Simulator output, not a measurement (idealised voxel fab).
Process module heading - voxel released beams
In the cross-section labelled cut, the width is 180 nm and each square cell is 5 nm.
Cross-section, as written here: a square-cell grid given band by band from the top down, where a band holds one or more rows of cells.
Read a band's entry like this: the first values are the height of its top and the height of its bottom in nm, and what follows is the sequence of materials from left to right, each with its width in nm. Note that "blank" is empty space, and that a single material marked "full width" reaches across the band from edge to edge.
It should be noted that heights are counted from 0, beneath which the wafer as supplied is of one material throughout, and that the lowest band possesses no lower boundary but continues downward, as written in "top 0, no bottom".
When a width is written as two numbers, as in "30 to 40", the first number is the width in the top row of cells of the band and the second is the width in its bottom row, and the width changes by the same amount from each row to the next.
"no modification", as given for a step, is the statement that not any cell of the cross-section underwent a change during that step.
"Closed void roster" specifies each empty space that is not open to the top and that occupies no fewer than 8 cells, using the form width x height at distance, the distance measured from the left edge and all three quantities in nm.
On a step's line, text after the settings is the simulator commenting on that step.
overlay nm: how far to the right of its planned place the mask lay on this masked step (negative: to the left).

### Below is the list of planned process steps
| 1 | RECEIVE [material Si] |
| 2 | CONFORMAL_DEP [material Al2O3] [thk nm 5] |
| 3 | DIRECTIONAL_DEP [material SiO2] [thk nm 20] |
| 4 | PATTERN [tone open] [mask id ANCHOR] [material resist] [width nm 40] [thk nm 20] [overlay nm 0] |
| 5 | DIRECTIONAL_ETCH [etch materials SiO2] [depth nm 20] |
| 6 | STRIP [etch materials resist] |
| 7 | CONFORMAL_DEP [material polySi] [thk nm 15] |
| 8 | DIRECTIONAL_DEP [material aC] [thk nm 10] |
| 9 | PATTERN [tone cover] [mask id BEAM] [material resist] [width nm 120] [thk nm 25] [overlay nm 0] |
| 10 | DIRECTIONAL_ETCH [etch materials aC] [depth nm 10] |
| 11 | STRIP [etch materials resist] |
| 12 | DIRECTIONAL_ETCH [etch materials polySi] [depth nm 5] |
| 13 | STRIP [etch materials aC] |
| 14 | STRIP [etch materials SiO2] |
Don't read the plan's depth nm for step 12 as applying to every wafer: that's the first wafer's value, and the wafers differ in it, though they all start identical.

### As-received state after step 1, first of several wafers, cross-section
    top 0, no bottom  Si full width
    Closed void roster: none

### Module finished, last step 14 done: cross-section of the first of several wafers
    top 40, bottom 35  blank: 25, then polySi: 20, then blank: 10, then polySi: 90, then blank: 35
    top 35, bottom 25  polySi: 45, then blank: 10, then polySi: 125
    top 25, bottom 20  SiO2: 30, then polySi: 15, then blank: 10, then polySi: 15, then SiO2: 110
    top 20, bottom 5  SiO2: 30, then polySi: 40, then SiO2: 110
    top 5, bottom 0  Al2O3 full width
    top 0, no bottom  Si full width
    Closed void roster: none

### The final wafer, sectioned at module end
    top 40, bottom 25  blank: 25, then polySi: 20, then blank: 10, then polySi: 90, then blank: 35
    top 25, bottom 20  blank: 30, then polySi: 15, then blank: 10, then polySi: 15, then blank: 110
    top 20, bottom 5  blank: 30, then polySi: 40, then blank: 110
    top 5, bottom 0  Al2O3 full width
    top 0, no bottom  Si full width
    Closed void roster: none

### Below, a row for every wafer. Read it as the end-of-module picture: for each material the wafer shows its cells gained (+) or lost (-) since it was received, and then its closed voids
depth nm 5, +36 Al2O3, +112 SiO2, +120 polySi, Closed void roster: none
depth nm 10, +36 Al2O3, +112 SiO2, +108 polySi, Closed void roster: none
depth nm 15, +36 Al2O3, +96 polySi, Closed void roster: none
depth nm 20, +36 Al2O3, +96 polySi, Closed void roster: none
depth nm 25, +36 Al2O3, +96 polySi, Closed void roster: none
depth nm 30, +36 Al2O3, +96 polySi, Closed void roster: none
